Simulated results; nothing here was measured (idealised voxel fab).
A process module follows: voxel gate over fins.
The figure presents cross-section cut, which has a width of 235 nm and is divided into square cells with an edge length of 5 nm.
Think of the cross-section as a grid of square cells. We describe it in bands, top to bottom, and each band covers one or more rows of those cells. In this notation a band is specified by the heights of its top and bottom, in that order and in nm, after which its materials appear from left to right, each paired with its width in nm. The word "edge to edge" attached to a single material means that material fills the band from edge to edge; the word "air" stands for empty space. It should be noted that heights are counted from 0, beneath which the wafer as supplied is of one material throughout, and that the lowest band possesses no lower boundary but continues downward, as written in "0..down". A two-number width, for instance "30->40", indicates that the width is equal to the first number in the top row of the band and to the second number in the bottom row, and that it changes by a constant amount per row of cells. You'll sometimes find "nothing altered" written for a step, and that's the way of saying that nowhere in the cross-section did a cell change during that step. For the entry "Enclosed void catalog", the listed items are empty spaces with no open way to the top whose size is 8 cells or more; each item follows the pattern width x height at distance, where distance is from the left edge and all three are in nm. Text after the settings on a step's line: the simulator's own remark on that step. overlay nm: mask offset rightward from planned place, masked step; negative means leftward offset.
The process steps that were planned are listed below:
| 1 | op RECEIVE | material Si |
| 2 | op CONFORMAL_DEP | material SiN | thk nm 10 |
| 3 | op MASKED_ETCH | tone cover | mask id FINS | width nm 15 | pitch nm 50 | etch materials SiN | depth nm 10 | overlay nm 0 |
| 4 | op MASKED_ETCH | tone cover | mask id FINS | width nm 15 | pitch nm 50 | etch materials Si | depth nm 30 | overlay nm 0 |
| 5 | op OXIDIZE | depth nm 5 |
| 6 | op FILL_DEP | material SiO2 | thk nm 10 |
| 7 | op CMP | height nm 10 |
| 8 | op PATTERN | tone open | mask id RAIL | material resist | width nm 15 | thk nm 15 | overlay nm 0 |
| 9 | op DIRECTIONAL_ETCH | etch materials SiO2 | depth nm 35 |
| 10 | op STRIP | etch materials resist |
| 11 | op CONFORMAL_DEP | material TiN | thk nm 5 |
| 12 | op FILL_DEP | material W | thk nm 5 |
| 13 | op CMP | height nm 10 |
| 14 | op SELECTIVE_ETCH | etch materials W Ru TiN | depth nm 30 |
| 15 | op FILL_DEP | material SiO2 | thk nm 5 |
| 16 | op CMP | height nm 10 |
| 17 | op SELECTIVE_ETCH | etch materials SiO2 | depth nm 20 |
| 18 | op STRIP | etch materials SiN |
| 19 | op CONFORMAL_DEP | material HfO2 | thk nm 5 |
| 20 | op CONFORMAL_DEP | material TiN | thk nm 5 |
| 21 | op CONFORMAL_DEP | material TiAl | thk nm 5 |
| 22 | op CONFORMAL_DEP | material TiN | thk nm 5 |
| 23 | op FILL_DEP | material W | thk nm 10 |
| 24 | op CMP | height nm 25 |
| 25 | op CONFORMAL_DEP | material SiN | thk nm 5 |
Cross-section of the wafer at receipt, which is the condition after step 1:
    0..down: Si edge to edge
    Enclosed void catalog: none
Post-module cross-section: identical start and plan to those above, one misstep in execution:
    30..25: SiN edge to edge
    25..20: W edge to edge
    20..15: 20 nm W / 45 nm TiN / 5 nm W / 45 nm TiN / 5 nm W / 45 nm TiN / 5 nm W / 45 nm TiN / 20 nm W
    15..10: 20 nm W / 5 nm TiN / 35 nm TiAl / 5 nm TiN / 5 nm W / 5 nm TiN / 35 nm TiAl / 5 nm TiN / 5 nm W / 5 nm TiN / 35 nm TiAl / 5 nm TiN / 5 nm W / 5 nm TiN / 35 nm TiAl / 5 nm TiN / 20 nm W
    10..5: 25 nm TiN / 5 nm TiAl / 25 nm TiN / 5 nm TiAl / 15 nm TiN / 5 nm TiAl / 25 nm TiN / 5 nm TiAl / 15 nm TiN / 5 nm TiAl / 25 nm TiN / 5 nm TiAl / 15 nm TiN / 5 nm TiAl / 25 nm TiN / 5 nm TiAl / 25 nm TiN
    5..0: 30 nm TiAl / 5 nm TiN / 15 nm HfO2 / 5 nm TiN / 25 nm TiAl / 5 nm TiN / 15 nm HfO2 / 5 nm TiN / 25 nm TiAl / 5 nm TiN / 15 nm HfO2 / 5 nm TiN / 25 nm TiAl / 5 nm TiN / 15 nm HfO2 / 5 nm TiN / 30 nm TiAl
    0..-5: 35 nm TiN / 5 nm HfO2 / 5 nm Si / 5 nm HfO2 / 35 nm TiN / 5 nm HfO2 / 5 nm Si / 5 nm HfO2 / 35 nm TiN / 5 nm HfO2 / 5 nm Si / 5 nm HfO2 / 35 nm TiN / 5 nm HfO2 / 5 nm Si / 5 nm HfO2 / 35 nm TiN
    -5..-10: 40 nm HfO2 / 5 nm Si / 45 nm HfO2 / 5 nm Si / 45 nm HfO2 / 5 nm Si / 45 nm HfO2 / 5 nm Si / 40 nm HfO2
    -10..-20: 40 nm SiO2 / 5 nm Si / 45 nm SiO2 / 5 nm Si / 45 nm SiO2 / 5 nm Si / 45 nm SiO2 / 5 nm Si / 40 nm SiO2
    -20..-25: 40 nm SiO2 / 5 nm Si / 10 nm SiO2 / 25 nm TiN / 10 nm SiO2 / 5 nm Si / 45 nm SiO2 / 5 nm Si / 45 nm SiO2 / 5 nm Si / 40 nm SiO2
    -25..-35: 40 nm SiO2 / 5 nm Si / 45 nm SiO2 / 5 nm Si / 45 nm SiO2 / 5 nm Si / 45 nm SiO2 / 5 nm Si / 40 nm SiO2
    -35..down: Si edge to edge
    Enclosed void catalog: none
Deviation noted in wafer processing: rather than as planned, step 8 actually ran as op PATTERN | tone open | mask id RAIL | material resist | width nm 25 | thk nm 15 | overlay nm 0
